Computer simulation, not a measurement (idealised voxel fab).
The document below concerns the process module designated voxel self aligned vias.
The cross-section on display is named cut; it measures 280 nm wide, and its cells are 5 nm squares.
Cross-section, as written here: a square-cell grid given band by band from the top down, where a band holds one or more rows of cells.
Look at the band entry: it leads with the top's height and the bottom's height in nm. Then it lists the materials left to right, with a width in nm for each. The word "everywhere" on a single material says that material fills the band edge to edge. The word "empty" is empty space.
Heights from 0 (as-received wafer is one material below). Bottom band endless downward, as "0 down".
The width entry "30 to 40" should be interpreted row by row: the top row of cells in the band takes the first number, the bottom row takes the second number, and the change between adjacent rows is uniform throughout.
For the purposes of this document, the phrase "no modifications" attached to a step denotes that no cell within the cross-section was modified by that step.
The list in "Closed empty spaces" covers empty spaces of 8 cells or more that cannot reach the top through any open way, and it gives each as width x height at distance; the distance is from the left edge, and width, height and distance are in nm.
Anything after a step's settings on that line? It's the simulator's own note about the step.
When a step includes a mask, the "overlay nm" setting on its line states how far to the right of its planned place that mask lay, and negative values state how far to the left.

Steps planned for the process:
1. RECEIVE [material Si]
2. CONFORMAL_DEP [material SiO2] [thk nm 10]
3. CONFORMAL_DEP [material SiCN] [thk nm 5]
4. DIRECTIONAL_DEP [material lowk] [thk nm 25]
5. MASKED_ETCH [tone open] [mask id LINES] [width nm 20] [pitch nm 50] [etch materials lowk] [depth nm 25] [overlay nm 0]
6. CONFORMAL_DEP [material TiN] [thk nm 5]
7. FILL_DEP [material Ru] [thk nm 10]
8. CMP [height nm 40]
9. SELECTIVE_ETCH [etch materials W Ru TiN] [depth nm 5]
10. FILL_DEP [material SiN] [thk nm 5]
11. CMP [height nm 40]
12. DIRECTIONAL_DEP [material lowk] [thk nm 20]
13. DIRECTIONAL_DEP [material aC] [thk nm 15]
14. PATTERN [tone open] [mask id VIAS] [material resist] [width nm 30] [pitch nm 100] [thk nm 30] [overlay nm 0]
15. DIRECTIONAL_ETCH [etch materials aC] [depth nm 15]
16. STRIP [etch materials resist]
17. DIRECTIONAL_ETCH [etch materials lowk] [depth nm 20]
18. DIRECTIONAL_ETCH [etch materials SiN] [depth nm 5]
19. STRIP [etch materials aC]
20. CONFORMAL_DEP [material TiN] [thk nm 5]
21. FILL_DEP [material Ru] [thk nm 5]
22. CMP [height nm 60]
23. CONFORMAL_DEP [material SiN] [thk nm 5]

as received, after step 1:
	0 down = Si everywhere
	Closed empty spaces: none

This is how the wafer looks in cross-section once the module is done, given the starting state and plan above and one mistake in carrying the plan out:
	65 to 60 = SiN everywhere
	60 to 45 = 75 lowk | 5 TiN | 20 lowk | 5 TiN | 70 lowk | 5 TiN | 20 lowk | 5 TiN | 75 lowk
	45 to 40 = 75 lowk | 10 TiN | 10 lowk | 10 TiN | 70 lowk | 10 TiN | 10 lowk | 10 TiN | 75 lowk
	40 to 35 = 80 lowk | 20 TiN | 30 lowk | 20 SiN | 30 lowk | 20 TiN | 80 lowk
	35 to 20 = 80 lowk | 5 TiN | 10 Ru | 5 TiN | 30 lowk | 5 TiN | 10 Ru | 5 TiN | 30 lowk | 5 TiN | 10 Ru | 5 TiN | 80 lowk
	20 to 15 = 80 lowk | 20 TiN | 30 lowk | 20 TiN | 30 lowk | 20 TiN | 80 lowk
	15 to 10 = SiCN everywhere
	10 to 0 = SiO2 everywhere
	0 down = Si everywhere
	Closed empty spaces: none
Here's what went sideways: step 21 off recipe, ran as FILL_DEP [material lowk] [thk nm 5]
